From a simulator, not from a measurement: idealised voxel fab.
process module | voxel wiring stack
cross-section cut | 230 nm wide | cells 5 nm
A cross-section is a grid of square cells, given in bands from the top down. A band is one or more rows of cells.
Each band's line starts with the height of the band's top and of its bottom, in nm. Then come its materials from left to right, each with its width in nm. One material with "throughout" fills the band from edge to edge. "air" is empty space.
Height 0 is the level under which the wafer as received is all one material. The lowest band goes on downwards, as in "0 down".
A width such as "30 to 40" changes by the same amount from each row of cells to the next, from the band's top row to its bottom row.
"no change" after a step means that no cell of the cross-section changed.
closed voids: empty space of 8 cells or more with no open way to the top, each as width x height at its distance from the left edge, in nm
after a step's settings: what the simulator itself notes on the step
overlay nm, on a step with a mask: how far to the right of its planned place the mask lay; to the left if negative
plan
1 op RECEIVE | material Si
2 op CONFORMAL_DEP | material SiO2 | thk nm 15
3 op CONFORMAL_DEP | material SiN | thk nm 5
4 op DIRECTIONAL_DEP | material lowk | thk nm 15
5 op PATTERN | tone open | mask id METAL_1 | material resist | width nm 20 | pitch nm 50 | thk nm 20 | overlay nm 0
6 op DIRECTIONAL_ETCH | etch materials lowk | depth nm 15
7 op DIRECTIONAL_ETCH | etch materials SiN | depth nm 5
8 op STRIP | etch materials resist
9 op CONFORMAL_DEP | material TiN | thk nm 5
10 op FILL_DEP | material W | thk nm 10
11 op CMP | height nm 35
12 op EPI | material Ru | thk nm 5
13 op FILL_DEP | material SiCN | thk nm 5
14 op DIRECTIONAL_DEP | material lowk | thk nm 30
15 op PATTERN | tone open | mask id METAL_2_HOLES | material resist | width nm 15 | pitch nm 50 | thk nm 20 | overlay nm 0
16 op DIRECTIONAL_ETCH | etch materials lowk | depth nm 30
17 op STRIP | etch materials resist
18 op DIRECTIONAL_DEP | material aC | thk nm 15
19 op PATTERN | tone open | mask id METAL_2 | material resist | width nm 20 | pitch nm 50 | thk nm 30 | overlay nm 0
20 op DIRECTIONAL_ETCH | etch materials aC | depth nm 15
21 op STRIP | etch materials resist
22 op DIRECTIONAL_ETCH | etch materials lowk | depth nm 20
23 op DIRECTIONAL_ETCH | etch materials SiCN | depth nm 5
24 op STRIP | etch materials aC
25 op CONFORMAL_DEP | material TiN | thk nm 5
26 op FILL_DEP | material Cu | thk nm 5
27 op CMP | height nm 75
28 op CONFORMAL_DEP | material SiCN | thk nm 5
29 op DIRECTIONAL_DEP | material lowk | thk nm 25
30 op MASKED_ETCH | tone open | mask id METAL_3_HOLES | width nm 15 | pitch nm 50 | etch materials lowk | depth nm 25 | overlay nm 0
31 op DIRECTIONAL_DEP | material aC | thk nm 10
32 op PATTERN | tone open | mask id METAL_3 | material resist | width nm 20 | pitch nm 50 | thk nm 30 | overlay nm 0
33 op DIRECTIONAL_ETCH | etch materials aC | depth nm 10
34 op STRIP | etch materials resist
35 op DIRECTIONAL_ETCH | etch materials lowk | depth nm 15
36 op DIRECTIONAL_ETCH | etch materials SiCN | depth nm 5
37 op STRIP | etch materials aC
38 op CONFORMAL_DEP | material TiN | thk nm 5
39 op FILL_DEP | material Ru | thk nm 5
40 op CMP | height nm 105
41 op CONFORMAL_DEP | material SiN | thk nm 5
first wafer, as planned
as received, after step 1
  0 down: Si throughout
  closed voids: none
after step 2
  15 to 0: SiO2 throughout
  below 0: unchanged
after step 3
  20 to 15: SiN throughout
  below 15: unchanged
after step 4
  35 to 20: lowk throughout
  below 20: unchanged
after step 5
  55 to 35: resist 30 | air 20 | resist 30 | air 20 | resist 30 | air 20 | resist 30 | air 20 | resist 30
  below 35: unchanged
after step 6
  55 to 35: resist 30 | air 20 | resist 30 | air 20 | resist 30 | air 20 | resist 30 | air 20 | resist 30
  35 to 20: lowk 30 | air 20 | lowk 30 | air 20 | lowk 30 | air 20 | lowk 30 | air 20 | lowk 30
  below 20: unchanged
after step 7
  55 to 35: resist 30 | air 20 | resist 30 | air 20 | resist 30 | air 20 | resist 30 | air 20 | resist 30
  35 to 20: lowk 30 | air 20 | lowk 30 | air 20 | lowk 30 | air 20 | lowk 30 | air 20 | lowk 30
  20 to 15: SiN 30 | air 20 | SiN 30 | air 20 | SiN 30 | air 20 | SiN 30 | air 20 | SiN 30
  below 15: unchanged
after step 8
  35 to 20: lowk 30 | air 20 | lowk 30 | air 20 | lowk 30 | air 20 | lowk 30 | air 20 | lowk 30
  below 20: unchanged
after step 9
  40 to 35: TiN 35 | air 10 | TiN 40 | air 10 | TiN 40 | air 10 | TiN 40 | air 10 | TiN 35
  35 to 20: lowk 30 | TiN 5 | air 10 | TiN 5 | lowk 30 | TiN 5 | air 10 | TiN 5 | lowk 30 | TiN 5 | air 10 | TiN 5 | lowk 30 | TiN 5 | air 10 | TiN 5 | lowk 30
  20 to 15: SiN 30 | TiN 20 | SiN 30 | TiN 20 | SiN 30 | TiN 20 | SiN 30 | TiN 20 | SiN 30
  below 15: unchanged
after step 10
  50 to 40: W throughout
  40 to 35: TiN 35 | W 10 | TiN 40 | W 10 | TiN 40 | W 10 | TiN 40 | W 10 | TiN 35
  35 to 20: lowk 30 | TiN 5 | W 10 | TiN 5 | lowk 30 | TiN 5 | W 10 | TiN 5 | lowk 30 | TiN 5 | W 10 | TiN 5 | lowk 30 | TiN 5 | W 10 | TiN 5 | lowk 30
  below 20: unchanged
after step 11
  35 to 20: lowk 30 | TiN 5 | W 10 | TiN 5 | lowk 30 | TiN 5 | W 10 | TiN 5 | lowk 30 | TiN 5 | W 10 | TiN 5 | lowk 30 | TiN 5 | W 10 | TiN 5 | lowk 30
  below 20: unchanged
after step 12
  40 to 35: air 25 | Ru 30 | air 20 | Ru 30 | air 20 | Ru 30 | air 20 | Ru 30 | air 25
  below 35: unchanged
after step 13
  45 to 40: SiCN throughout
  40 to 35: SiCN 25 | Ru 30 | SiCN 20 | Ru 30 | SiCN 20 | Ru 30 | SiCN 20 | Ru 30 | SiCN 25
  below 35: unchanged
after step 14
  75 to 45: lowk throughout
  below 45: unchanged
after step 15
  95 to 75: resist 30 | air 15 | resist 35 | air 15 | resist 35 | air 15 | resist 35 | air 15 | resist 35
  below 75: unchanged
after step 16
  95 to 75: resist 30 | air 15 | resist 35 | air 15 | resist 35 | air 15 | resist 35 | air 15 | resist 35
  75 to 45: lowk 30 | air 15 | lowk 35 | air 15 | lowk 35 | air 15 | lowk 35 | air 15 | lowk 35
  below 45: unchanged
after step 17
  75 to 45: lowk 30 | air 15 | lowk 35 | air 15 | lowk 35 | air 15 | lowk 35 | air 15 | lowk 35
  below 45: unchanged
after step 18
  90 to 75: aC 30 | air 15 | aC 35 | air 15 | aC 35 | air 15 | aC 35 | air 15 | aC 35
  75 to 60: lowk 30 | air 15 | lowk 35 | air 15 | lowk 35 | air 15 | lowk 35 | air 15 | lowk 35
  60 to 45: lowk 30 | aC 15 | lowk 35 | aC 15 | lowk 35 | aC 15 | lowk 35 | aC 15 | lowk 35
  below 45: unchanged
after step 19
  120 to 90: resist 30 | air 20 | resist 30 | air 20 | resist 30 | air 20 | resist 30 | air 20 | resist 30
  below 90: unchanged
after step 20
  105 to 90: resist 30 | air 20 | resist 30 | air 20 | resist 30 | air 20 | resist 30 | air 20 | resist 30
  90 to 75: aC 30 | air 20 | aC 30 | air 20 | aC 30 | air 20 | aC 30 | air 20 | aC 30
  75 to 45: lowk 30 | air 15 | lowk 35 | air 15 | lowk 35 | air 15 | lowk 35 | air 15 | lowk 35
  below 45: unchanged
after step 21
  90 to 75: aC 30 | air 20 | aC 30 | air 20 | aC 30 | air 20 | aC 30 | air 20 | aC 30
  below 75: unchanged
after step 22
  90 to 75: aC 30 | air 20 | aC 30 | air 20 | aC 30 | air 20 | aC 30 | air 20 | aC 30
  75 to 55: lowk 30 | air 20 | lowk 30 | air 20 | lowk 30 | air 20 | lowk 30 | air 20 | lowk 30
  below 55: unchanged
after step 23
  90 to 75: aC 30 | air 20 | aC 30 | air 20 | aC 30 | air 20 | aC 30 | air 20 | aC 30
  75 to 55: lowk 30 | air 20 | lowk 30 | air 20 | lowk 30 | air 20 | lowk 30 | air 20 | lowk 30
  55 to 45: lowk 30 | air 15 | lowk 35 | air 15 | lowk 35 | air 15 | lowk 35 | air 15 | lowk 35
  45 to 40: SiCN 30 | air 15 | SiCN 35 | air 15 | SiCN 35 | air 15 | SiCN 35 | air 15 | SiCN 35
  below 40: unchanged
after step 24
  75 to 55: lowk 30 | air 20 | lowk 30 | air 20 | lowk 30 | air 20 | lowk 30 | air 20 | lowk 30
  below 55: unchanged
after step 25
  80 to 75: TiN 35 | air 10 | TiN 40 | air 10 | TiN 40 | air 10 | TiN 40 | air 10 | TiN 35
  75 to 60: lowk 30 | TiN 5 | air 10 | TiN 5 | lowk 30 | TiN 5 | air 10 | TiN 5 | lowk 30 | TiN 5 | air 10 | TiN 5 | lowk 30 | TiN 5 | air 10 | TiN 5 | lowk 30
  60 to 55: lowk 30 | TiN 5 | air 5 | TiN 10 | lowk 30 | TiN 5 | air 5 | TiN 10 | lowk 30 | TiN 5 | air 5 | TiN 10 | lowk 30 | TiN 5 | air 5 | TiN 10 | lowk 30
  55 to 45: lowk 30 | TiN 5 | air 5 | TiN 5 | lowk 35 | TiN 5 | air 5 | TiN 5 | lowk 35 | TiN 5 | air 5 | TiN 5 | lowk 35 | TiN 5 | air 5 | TiN 5 | lowk 35
  45 to 40: SiCN 30 | TiN 15 | SiCN 35 | TiN 15 | SiCN 35 | TiN 15 | SiCN 35 | TiN 15 | SiCN 35
  below 40: unchanged
after step 26
  85 to 80: Cu throughout
  80 to 75: TiN 35 | Cu 10 | TiN 40 | Cu 10 | TiN 40 | Cu 10 | TiN 40 | Cu 10 | TiN 35
  75 to 60: lowk 30 | TiN 5 | Cu 10 | TiN 5 | lowk 30 | TiN 5 | Cu 10 | TiN 5 | lowk 30 | TiN 5 | Cu 10 | TiN 5 | lowk 30 | TiN 5 | Cu 10 | TiN 5 | lowk 30
  60 to 55: lowk 30 | TiN 5 | Cu 5 | TiN 10 | lowk 30 | TiN 5 | Cu 5 | TiN 10 | lowk 30 | TiN 5 | Cu 5 | TiN 10 | lowk 30 | TiN 5 | Cu 5 | TiN 10 | lowk 30
  55 to 45: lowk 30 | TiN 5 | Cu 5 | TiN 5 | lowk 35 | TiN 5 | Cu 5 | TiN 5 | lowk 35 | TiN 5 | Cu 5 | TiN 5 | lowk 35 | TiN 5 | Cu 5 | TiN 5 | lowk 35
  below 45: unchanged
after step 27
  75 to 60: lowk 30 | TiN 5 | Cu 10 | TiN 5 | lowk 30 | TiN 5 | Cu 10 | TiN 5 | lowk 30 | TiN 5 | Cu 10 | TiN 5 | lowk 30 | TiN 5 | Cu 10 | TiN 5 | lowk 30
  below 60: unchanged
after step 28
  80 to 75: SiCN throughout
  below 75: unchanged
after step 29
  105 to 80: lowk throughout
  below 80: unchanged
after step 30
  105 to 80: lowk 30 | air 15 | lowk 35 | air 15 | lowk 35 | air 15 | lowk 35 | air 15 | lowk 35
  below 80: unchanged
after step 31
  115 to 105: aC 30 | air 15 | aC 35 | air 15 | aC 35 | air 15 | aC 35 | air 15 | aC 35
  105 to 90: lowk 30 | air 15 | lowk 35 | air 15 | lowk 35 | air 15 | lowk 35 | air 15 | lowk 35
  90 to 80: lowk 30 | aC 15 | lowk 35 | aC 15 | lowk 35 | aC 15 | lowk 35 | aC 15 | lowk 35
  below 80: unchanged
after step 32
  145 to 115: resist 30 | air 20 | resist 30 | air 20 | resist 30 | air 20 | resist 30 | air 20 | resist 30
  below 115: unchanged
after step 33
  135 to 115: resist 30 | air 20 | resist 30 | air 20 | resist 30 | air 20 | resist 30 | air 20 | resist 30
  115 to 105: aC 30 | air 20 | aC 30 | air 20 | aC 30 | air 20 | aC 30 | air 20 | aC 30
  105 to 80: lowk 30 | air 15 | lowk 35 | air 15 | lowk 35 | air 15 | lowk 35 | air 15 | lowk 35
  below 80: unchanged
after step 34
  115 to 105: aC 30 | air 20 | aC 30 | air 20 | aC 30 | air 20 | aC 30 | air 20 | aC 30
  below 105: unchanged
after step 35
  115 to 105: aC 30 | air 20 | aC 30 | air 20 | aC 30 | air 20 | aC 30 | air 20 | aC 30
  105 to 90: lowk 30 | air 20 | lowk 30 | air 20 | lowk 30 | air 20 | lowk 30 | air 20 | lowk 30
  below 90: unchanged
after step 36
  115 to 105: aC 30 | air 20 | aC 30 | air 20 | aC 30 | air 20 | aC 30 | air 20 | aC 30
  105 to 90: lowk 30 | air 20 | lowk 30 | air 20 | lowk 30 | air 20 | lowk 30 | air 20 | lowk 30
  90 to 80: lowk 30 | air 15 | lowk 35 | air 15 | lowk 35 | air 15 | lowk 35 | air 15 | lowk 35
  80 to 75: SiCN 30 | air 15 | SiCN 35 | air 15 | SiCN 35 | air 15 | SiCN 35 | air 15 | SiCN 35
  below 75: unchanged
after step 37
  105 to 90: lowk 30 | air 20 | lowk 30 | air 20 | lowk 30 | air 20 | lowk 30 | air 20 | lowk 30
  below 90: unchanged
after step 38
  110 to 105: TiN 35 | air 10 | TiN 40 | air 10 | TiN 40 | air 10 | TiN 40 | air 10 | TiN 35
  105 to 95: lowk 30 | TiN 5 | air 10 | TiN 5 | lowk 30 | TiN 5 | air 10 | TiN 5 | lowk 30 | TiN 5 | air 10 | TiN 5 | lowk 30 | TiN 5 | air 10 | TiN 5 | lowk 30
  95 to 90: lowk 30 | TiN 5 | air 5 | TiN 10 | lowk 30 | TiN 5 | air 5 | TiN 10 | lowk 30 | TiN 5 | air 5 | TiN 10 | lowk 30 | TiN 5 | air 5 | TiN 10 | lowk 30
  90 to 80: lowk 30 | TiN 5 | air 5 | TiN 5 | lowk 35 | TiN 5 | air 5 | TiN 5 | lowk 35 | TiN 5 | air 5 | TiN 5 | lowk 35 | TiN 5 | air 5 | TiN 5 | lowk 35
  80 to 75: SiCN 30 | TiN 15 | SiCN 35 | TiN 15 | SiCN 35 | TiN 15 | SiCN 35 | TiN 15 | SiCN 35
  below 75: unchanged
after step 39
  115 to 110: Ru throughout
  110 to 105: TiN 35 | Ru 10 | TiN 40 | Ru 10 | TiN 40 | Ru 10 | TiN 40 | Ru 10 | TiN 35
  105 to 95: lowk 30 | TiN 5 | Ru 10 | TiN 5 | lowk 30 | TiN 5 | Ru 10 | TiN 5 | lowk 30 | TiN 5 | Ru 10 | TiN 5 | lowk 30 | TiN 5 | Ru 10 | TiN 5 | lowk 30
  95 to 90: lowk 30 | TiN 5 | Ru 5 | TiN 10 | lowk 30 | TiN 5 | Ru 5 | TiN 10 | lowk 30 | TiN 5 | Ru 5 | TiN 10 | lowk 30 | TiN 5 | Ru 5 | TiN 10 | lowk 30
  90 to 80: lowk 30 | TiN 5 | Ru 5 | TiN 5 | lowk 35 | TiN 5 | Ru 5 | TiN 5 | lowk 35 | TiN 5 | Ru 5 | TiN 5 | lowk 35 | TiN 5 | Ru 5 | TiN 5 | lowk 35
  below 80: unchanged
after step 40
  105 to 95: lowk 30 | TiN 5 | Ru 10 | TiN 5 | lowk 30 | TiN 5 | Ru 10 | TiN 5 | lowk 30 | TiN 5 | Ru 10 | TiN 5 | lowk 30 | TiN 5 | Ru 10 | TiN 5 | lowk 30
  below 95: unchanged
after step 41
  110 to 105: SiN throughout
  below 105: unchanged
second wafer: like start, like plan, one mistake. Through step 12 it matches the first wafer
when step 13 should have ended: no change
when step 14 should have ended
  70 to 65: air 25 | lowk 30 | air 20 | lowk 30 | air 20 | lowk 30 | air 20 | lowk 30 | air 25
  65 to 40: lowk throughout
  40 to 35: lowk 25 | Ru 30 | lowk 20 | Ru 30 | lowk 20 | Ru 30 | lowk 20 | Ru 30 | lowk 25
  below 35: unchanged
when step 15 should have ended
  90 to 70: resist 30 | air 15 | resist 35 | air 15 | resist 35 | air 15 | resist 35 | air 15 | resist 35
  70 to 65: resist 25 | lowk 30 | resist 20 | lowk 30 | resist 20 | lowk 30 | resist 20 | lowk 30 | resist 25
  below 65: unchanged
when step 16 should have ended
  90 to 70: resist 30 | air 15 | resist 35 | air 15 | resist 35 | air 15 | resist 35 | air 15 | resist 35
  70 to 65: resist 25 | lowk 5 | air 15 | lowk 10 | resist 20 | lowk 5 | air 15 | lowk 10 | resist 20 | lowk 5 | air 15 | lowk 10 | resist 20 | lowk 5 | air 15 | lowk 10 | resist 25
  65 to 40: lowk 30 | air 15 | lowk 35 | air 15 | lowk 35 | air 15 | lowk 35 | air 15 | lowk 35
  below 40: unchanged
when step 17 should have ended
  70 to 65: air 25 | lowk 5 | air 15 | lowk 10 | air 20 | lowk 5 | air 15 | lowk 10 | air 20 | lowk 5 | air 15 | lowk 10 | air 20 | lowk 5 | air 15 | lowk 10 | air 25
  below 65: unchanged
when step 18 should have ended
  85 to 80: air 25 | aC 5 | air 15 | aC 10 | air 20 | aC 5 | air 15 | aC 10 | air 20 | aC 5 | air 15 | aC 10 | air 20 | aC 5 | air 15 | aC 10 | air 25
  80 to 70: aC 30 | air 15 | aC 35 | air 15 | aC 35 | air 15 | aC 35 | air 15 | aC 35
  70 to 65: aC 25 | lowk 5 | air 15 | lowk 10 | aC 20 | lowk 5 | air 15 | lowk 10 | aC 20 | lowk 5 | air 15 | lowk 10 | aC 20 | lowk 5 | air 15 | lowk 10 | aC 25
  65 to 55: lowk 30 | air 15 | lowk 35 | air 15 | lowk 35 | air 15 | lowk 35 | air 15 | lowk 35
  55 to 40: lowk 30 | aC 15 | lowk 35 | aC 15 | lowk 35 | aC 15 | lowk 35 | aC 15 | lowk 35
  below 40: unchanged
when step 19 should have ended
  115 to 85: resist 30 | air 20 | resist 30 | air 20 | resist 30 | air 20 | resist 30 | air 20 | resist 30
  85 to 80: resist 25 | aC 5 | air 15 | aC 10 | resist 20 | aC 5 | air 15 | aC 10 | resist 20 | aC 5 | air 15 | aC 10 | resist 20 | aC 5 | air 15 | aC 10 | resist 25
  below 80: unchanged
when step 20 should have ended
  100 to 85: resist 30 | air 20 | resist 30 | air 20 | resist 30 | air 20 | resist 30 | air 20 | resist 30
  85 to 80: resist 25 | aC 5 | air 20 | aC 5 | resist 20 | aC 5 | air 20 | aC 5 | resist 20 | aC 5 | air 20 | aC 5 | resist 20 | aC 5 | air 20 | aC 5 | resist 25
  80 to 70: aC 30 | air 20 | aC 30 | air 20 | aC 30 | air 20 | aC 30 | air 20 | aC 30
  70 to 65: aC 25 | lowk 5 | air 15 | lowk 10 | aC 20 | lowk 5 | air 15 | lowk 10 | aC 20 | lowk 5 | air 15 | lowk 10 | aC 20 | lowk 5 | air 15 | lowk 10 | aC 25
  65 to 40: lowk 30 | air 15 | lowk 35 | air 15 | lowk 35 | air 15 | lowk 35 | air 15 | lowk 35
  below 40: unchanged
when step 21 should have ended
  85 to 80: air 25 | aC 5 | air 20 | aC 5 | air 20 | aC 5 | air 20 | aC 5 | air 20 | aC 5 | air 20 | aC 5 | air 20 | aC 5 | air 20 | aC 5 | air 25
  below 80: unchanged
when step 22 should have ended
  85 to 80: air 25 | aC 5 | air 20 | aC 5 | air 20 | aC 5 | air 20 | aC 5 | air 20 | aC 5 | air 20 | aC 5 | air 20 | aC 5 | air 20 | aC 5 | air 25
  80 to 70: aC 30 | air 20 | aC 30 | air 20 | aC 30 | air 20 | aC 30 | air 20 | aC 30
  70 to 65: aC 25 | lowk 5 | air 20 | lowk 5 | aC 20 | lowk 5 | air 20 | lowk 5 | aC 20 | lowk 5 | air 20 | lowk 5 | aC 20 | lowk 5 | air 20 | lowk 5 | aC 25
  65 to 50: lowk 30 | air 20 | lowk 30 | air 20 | lowk 30 | air 20 | lowk 30 | air 20 | lowk 30
  below 50: unchanged
when step 23 should have ended: no change
when step 24 should have ended
  70 to 65: air 25 | lowk 5 | air 20 | lowk 5 | air 20 | lowk 5 | air 20 | lowk 5 | air 20 | lowk 5 | air 20 | lowk 5 | air 20 | lowk 5 | air 20 | lowk 5 | air 25
  below 65: unchanged
when step 25 should have ended
  75 to 70: air 20 | TiN 15 | air 10 | TiN 15 | air 10 | TiN 15 | air 10 | TiN 15 | air 10 | TiN 15 | air 10 | TiN 15 | air 10 | TiN 15 | air 10 | TiN 15 | air 20
  70 to 65: TiN 25 | lowk 5 | TiN 5 | air 10 | TiN 5 | lowk 5 | TiN 20 | lowk 5 | TiN 5 | air 10 | TiN 5 | lowk 5 | TiN 20 | lowk 5 | TiN 5 | air 10 | TiN 5 | lowk 5 | TiN 20 | lowk 5 | TiN 5 | air 10 | TiN 5 | lowk 5 | TiN 25
  65 to 55: lowk 30 | TiN 5 | air 10 | TiN 5 | lowk 30 | TiN 5 | air 10 | TiN 5 | lowk 30 | TiN 5 | air 10 | TiN 5 | lowk 30 | TiN 5 | air 10 | TiN 5 | lowk 30
  55 to 45: lowk 30 | TiN 5 | air 5 | TiN 10 to 5 | lowk 30 to 35 | TiN 5 | air 5 | TiN 10 to 5 | lowk 30 to 35 | TiN 5 | air 5 | TiN 10 to 5 | lowk 30 to 35 | TiN 5 | air 5 | TiN 10 to 5 | lowk 30 to 35
  45 to 40: lowk 30 | TiN 15 | lowk 35 | TiN 15 | lowk 35 | TiN 15 | lowk 35 | TiN 15 | lowk 35
  below 40: unchanged
when step 26 should have ended
  80 to 75: Cu throughout
  75 to 70: Cu 20 | TiN 15 | Cu 10 | TiN 15 | Cu 10 | TiN 15 | Cu 10 | TiN 15 | Cu 10 | TiN 15 | Cu 10 | TiN 15 | Cu 10 | TiN 15 | Cu 10 | TiN 15 | Cu 20
  70 to 65: TiN 25 | lowk 5 | TiN 5 | Cu 10 | TiN 5 | lowk 5 | TiN 20 | lowk 5 | TiN 5 | Cu 10 | TiN 5 | lowk 5 | TiN 20 | lowk 5 | TiN 5 | Cu 10 | TiN 5 | lowk 5 | TiN 20 | lowk 5 | TiN 5 | Cu 10 | TiN 5 | lowk 5 | TiN 25
  65 to 55: lowk 30 | TiN 5 | Cu 10 | TiN 5 | lowk 30 | TiN 5 | Cu 10 | TiN 5 | lowk 30 | TiN 5 | Cu 10 | TiN 5 | lowk 30 | TiN 5 | Cu 10 | TiN 5 | lowk 30
  55 to 45: lowk 30 | TiN 5 | Cu 5 | TiN 10 to 5 | lowk 30 to 35 | TiN 5 | Cu 5 | TiN 10 to 5 | lowk 30 to 35 | TiN 5 | Cu 5 | TiN 10 to 5 | lowk 30 to 35 | TiN 5 | Cu 5 | TiN 10 to 5 | lowk 30 to 35
  below 45: unchanged
when step 27 should have ended
  75 to 70: Cu 20 | TiN 15 | Cu 10 | TiN 15 | Cu 10 | TiN 15 | Cu 10 | TiN 15 | Cu 10 | TiN 15 | Cu 10 | TiN 15 | Cu 10 | TiN 15 | Cu 10 | TiN 15 | Cu 20
  below 70: unchanged
when step 28 should have ended
  80 to 75: SiCN throughout
  below 75: unchanged
when step 29 should have ended
  105 to 80: lowk throughout
  below 80: unchanged
when step 30 should have ended
  105 to 80: lowk 30 | air 15 | lowk 35 | air 15 | lowk 35 | air 15 | lowk 35 | air 15 | lowk 35
  below 80: unchanged
when step 31 should have ended
  115 to 105: aC 30 | air 15 | aC 35 | air 15 | aC 35 | air 15 | aC 35 | air 15 | aC 35
  105 to 90: lowk 30 | air 15 | lowk 35 | air 15 | lowk 35 | air 15 | lowk 35 | air 15 | lowk 35
  90 to 80: lowk 30 | aC 15 | lowk 35 | aC 15 | lowk 35 | aC 15 | lowk 35 | aC 15 | lowk 35
  below 80: unchanged
when step 32 should have ended
  145 to 115: resist 30 | air 20 | resist 30 | air 20 | resist 30 | air 20 | resist 30 | air 20 | resist 30
  below 115: unchanged
when step 33 should have ended
  135 to 115: resist 30 | air 20 | resist 30 | air 20 | resist 30 | air 20 | resist 30 | air 20 | resist 30
  115 to 105: aC 30 | air 20 | aC 30 | air 20 | aC 30 | air 20 | aC 30 | air 20 | aC 30
  105 to 80: lowk 30 | air 15 | lowk 35 | air 15 | lowk 35 | air 15 | lowk 35 | air 15 | lowk 35
  below 80: unchanged
when step 34 should have ended
  115 to 105: aC 30 | air 20 | aC 30 | air 20 | aC 30 | air 20 | aC 30 | air 20 | aC 30
  below 105: unchanged
when step 35 should have ended
  115 to 105: aC 30 | air 20 | aC 30 | air 20 | aC 30 | air 20 | aC 30 | air 20 | aC 30
  105 to 90: lowk 30 | air 20 | lowk 30 | air 20 | lowk 30 | air 20 | lowk 30 | air 20 | lowk 30
  below 90: unchanged
when step 36 should have ended
  115 to 105: aC 30 | air 20 | aC 30 | air 20 | aC 30 | air 20 | aC 30 | air 20 | aC 30
  105 to 90: lowk 30 | air 20 | lowk 30 | air 20 | lowk 30 | air 20 | lowk 30 | air 20 | lowk 30
  90 to 80: lowk 30 | air 15 | lowk 35 | air 15 | lowk 35 | air 15 | lowk 35 | air 15 | lowk 35
  80 to 75: SiCN 30 | air 15 | SiCN 35 | air 15 | SiCN 35 | air 15 | SiCN 35 | air 15 | SiCN 35
  below 75: unchanged
when step 37 should have ended
  105 to 90: lowk 30 | air 20 | lowk 30 | air 20 | lowk 30 | air 20 | lowk 30 | air 20 | lowk 30
  below 90: unchanged
when step 38 should have ended
  110 to 105: TiN 35 | air 10 | TiN 40 | air 10 | TiN 40 | air 10 | TiN 40 | air 10 | TiN 35
  105 to 95: lowk 30 | TiN 5 | air 10 | TiN 5 | lowk 30 | TiN 5 | air 10 | TiN 5 | lowk 30 | TiN 5 | air 10 | TiN 5 | lowk 30 | TiN 5 | air 10 | TiN 5 | lowk 30
  95 to 90: lowk 30 | TiN 5 | air 5 | TiN 10 | lowk 30 | TiN 5 | air 5 | TiN 10 | lowk 30 | TiN 5 | air 5 | TiN 10 | lowk 30 | TiN 5 | air 5 | TiN 10 | lowk 30
  90 to 80: lowk 30 | TiN 5 | air 5 | TiN 5 | lowk 35 | TiN 5 | air 5 | TiN 5 | lowk 35 | TiN 5 | air 5 | TiN 5 | lowk 35 | TiN 5 | air 5 | TiN 5 | lowk 35
  80 to 75: SiCN 30 | TiN 15 | SiCN 35 | TiN 15 | SiCN 35 | TiN 15 | SiCN 35 | TiN 15 | SiCN 35
  below 75: unchanged
when step 39 should have ended
  115 to 110: Ru throughout
  110 to 105: TiN 35 | Ru 10 | TiN 40 | Ru 10 | TiN 40 | Ru 10 | TiN 40 | Ru 10 | TiN 35
  105 to 95: lowk 30 | TiN 5 | Ru 10 | TiN 5 | lowk 30 | TiN 5 | Ru 10 | TiN 5 | lowk 30 | TiN 5 | Ru 10 | TiN 5 | lowk 30 | TiN 5 | Ru 10 | TiN 5 | lowk 30
  95 to 90: lowk 30 | TiN 5 | Ru 5 | TiN 10 | lowk 30 | TiN 5 | Ru 5 | TiN 10 | lowk 30 | TiN 5 | Ru 5 | TiN 10 | lowk 30 | TiN 5 | Ru 5 | TiN 10 | lowk 30
  90 to 80: lowk 30 | TiN 5 | Ru 5 | TiN 5 | lowk 35 | TiN 5 | Ru 5 | TiN 5 | lowk 35 | TiN 5 | Ru 5 | TiN 5 | lowk 35 | TiN 5 | Ru 5 | TiN 5 | lowk 35
  below 80: unchanged
when step 40 should have ended
  105 to 95: lowk 30 | TiN 5 | Ru 10 | TiN 5 | lowk 30 | TiN 5 | Ru 10 | TiN 5 | lowk 30 | TiN 5 | Ru 10 | TiN 5 | lowk 30 | TiN 5 | Ru 10 | TiN 5 | lowk 30
  below 95: unchanged
when step 41 should have ended
  110 to 105: SiN throughout
  below 105: unchanged
what went wrong: step 13 was left out
at the end the second wafer has, in cells: 18 more of Cu | 56 fewer of SiCN | 38 more of TiN
